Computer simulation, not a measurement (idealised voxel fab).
voxel capacitor over wiring: a process module
Section cut is 220 nm wide and gridded with 5 nm square cells.
The cross-sections in this document take the form of a grid made of square cells. They are written out as bands, in order from top to bottom. Each band consists of one or more rows of cells.
Heights first: top, then bottom, in nm. Then materials, left to right, each with a width in nm. "everywhere" on a single material: fills the band edge to edge. "empty": empty space.
Heads up on the height convention: 0 is the point under which the incoming wafer is all one material, and the lowest band has no bottom, it just keeps going down, like "0 and below".
So if you see something like "30->40" for the width, read it as the top row of the band sitting at the first number and the bottom row at the second, with every row in between moving by the same amount as the last.
"no change" after a step means that no cell of the cross-section changed.
The list in "Enclosed voids" covers empty spaces of 8 cells or more that cannot reach the top through any open way, and it gives each as width x height at distance; the distance is from the left edge, and width, height and distance are in nm.
Note: text after step settings on the step line = simulator remark on that step.
The setting "overlay nm" may be written on the line of a step. When the step uses a mask, the value reports how far to the right of the planned place the mask lay, and a negative value reports that it lay to the left.

Process steps foreseen in the plan
step 1: RECEIVE | material Si
step 2: CONFORMAL_DEP | material SiO2 | thk nm 10
step 3: DIRECTIONAL_DEP | material TiN | thk nm 5
step 4: DIRECTIONAL_DEP | material W | thk nm 20
step 5: DIRECTIONAL_DEP | material aC | thk nm 10
step 6: PATTERN | tone cover | mask id METAL_1 | material resist | width nm 20 | pitch nm 70 | thk nm 30 | overlay nm 0
step 7: DIRECTIONAL_ETCH | etch materials aC | depth nm 10
step 8: STRIP | etch materials resist
step 9: DIRECTIONAL_ETCH | etch materials W | depth nm 20
step 10: DIRECTIONAL_ETCH | etch materials TiN | depth nm 5
step 11: STRIP | etch materials aC
step 12: FILL_DEP | material SiO2 | thk nm 10
step 13: CMP | height nm 35
step 14: CONFORMAL_DEP | material SiCN | thk nm 5
step 15: DIRECTIONAL_DEP | material SiO2 | thk nm 20
step 16: PATTERN | tone open | mask id PLUG_1 | material resist | width nm 15 | thk nm 20 | overlay nm 0
step 17: DIRECTIONAL_ETCH | etch materials SiO2 | depth nm 20
step 18: DIRECTIONAL_ETCH | etch materials SiCN | depth nm 5
step 19: STRIP | etch materials resist
step 20: CONFORMAL_DEP | material TiN | thk nm 5
step 21: FILL_DEP | material Cu | thk nm 5
step 22: CMP | height nm 60
step 23: DIRECTIONAL_DEP | material TiN | thk nm 10
step 24: DIRECTIONAL_DEP | material HfO2 | thk nm 5
step 25: DIRECTIONAL_DEP | material TiN | thk nm 5
step 26: MASKED_ETCH | tone cover | mask id UPPER_PLATE | width nm 55 | etch materials TiN | depth nm 5 | overlay nm 0
step 27: MASKED_ETCH | tone cover | mask id UPPER_PLATE | width nm 55 | etch materials HfO2 | depth nm 5 | overlay nm 0
step 28: MASKED_ETCH | tone cover | mask id LOWER_PLATE | width nm 65 | etch materials TiN | depth nm 10 | overlay nm 0
step 29: FILL_DEP | material SiO2 | thk nm 20
step 30: CMP | height nm 95
step 31: PATTERN | tone open | mask id PLUG_2 | material resist | width nm 15 | thk nm 15 | overlay nm 0
step 32: DIRECTIONAL_ETCH | etch materials SiO2 | depth nm 15
step 33: STRIP | etch materials resist
step 34: CONFORMAL_DEP | material TiN | thk nm 5
step 35: FILL_DEP | material Cu | thk nm 10
step 36: CMP | height nm 85
step 37: CONFORMAL_DEP | material SiN | thk nm 5
The wafers are alike at the start. At step 36, their height nm differs. The plan lists the first wafer's value.

The first of several wafers as received, shown in cross-section; this is its state after step 1
- 0 and below | Si everywhere
- Enclosed voids: none

The first of several wafers, seen in cross-section after the module's last step, step 37
- 90 down to 85 | SiN everywhere
- 85 down to 75 | 80->70 of SiO2, then 15->55 of TiN, then 125->95 of SiO2
- 75 down to 70 | 70 of SiO2, then 55 of HfO2, then 95 of SiO2
- 70 down to 60 | 65 of SiO2, then 65 of TiN, then 90 of SiO2
- 60 down to 40 | 70 of SiO2, then 5 of TiN, then 5 of Cu, then 5 of TiN, then 135 of SiO2
- 40 down to 35 | 70 of SiCN, then 15 of TiN, then 135 of SiCN
- 35 down to 15 | 65 of SiO2, then 20 of W, then 50 of SiO2, then 20 of W, then 65 of SiO2
- 15 down to 10 | 65 of SiO2, then 20 of TiN, then 50 of SiO2, then 20 of TiN, then 65 of SiO2
- 10 down to 0 | SiO2 everywhere
- 0 and below | Si everywhere
- Enclosed voids: none

Last wafer, end of module, cross-section
- 115 down to 110 | SiN everywhere
- 110 down to 100 | Cu everywhere
- 100 down to 95 | 85 of TiN, then 5 of Cu, then 130 of TiN
- 95 down to 85 | 80 of SiO2, then 5 of TiN, then 5 of Cu, then 5 of TiN, then 125 of SiO2
- 85 down to 75 | 80->70 of SiO2, then 15->55 of TiN, then 125->95 of SiO2
- 75 down to 70 | 70 of SiO2, then 55 of HfO2, then 95 of SiO2
- 70 down to 60 | 65 of SiO2, then 65 of TiN, then 90 of SiO2
- 60 down to 40 | 70 of SiO2, then 5 of TiN, then 5 of Cu, then 5 of TiN, then 135 of SiO2
- 40 down to 35 | 70 of SiCN, then 15 of TiN, then 135 of SiCN
- 35 down to 15 | 65 of SiO2, then 20 of W, then 50 of SiO2, then 20 of W, then 65 of SiO2
- 15 down to 10 | 65 of SiO2, then 20 of TiN, then 50 of SiO2, then 20 of TiN, then 65 of SiO2
- 10 down to 0 | SiO2 everywhere
- 0 and below | Si everywhere
- Enclosed voids: none

Per wafer (row), end of module: delta in cells per material since receipt, (+) for gained, (-) for lost; closed voids after that
height nm 85, +4 Cu, +11 HfO2, +41 SiCN, +44 SiN, +601 SiO2, +59 TiN, +32 W, Enclosed voids: none
height nm 90, +5 Cu, +11 HfO2, +41 SiCN, +44 SiN, +642 SiO2, +61 TiN, +32 W, Enclosed voids: none
height nm 95, +6 Cu, +11 HfO2, +41 SiCN, +44 SiN, +683 SiO2, +63 TiN, +32 W, Enclosed voids: none
height nm 100, +7 Cu, +11 HfO2, +41 SiCN, +44 SiN, +683 SiO2, +106 TiN, +32 W, Enclosed voids: none
height nm 105, +51 Cu, +11 HfO2, +41 SiCN, +44 SiN, +683 SiO2, +106 TiN, +32 W, Enclosed voids: none
height nm 110, +95 Cu, +11 HfO2, +41 SiCN, +44 SiN, +683 SiO2, +106 TiN, +32 W, Enclosed voids: none
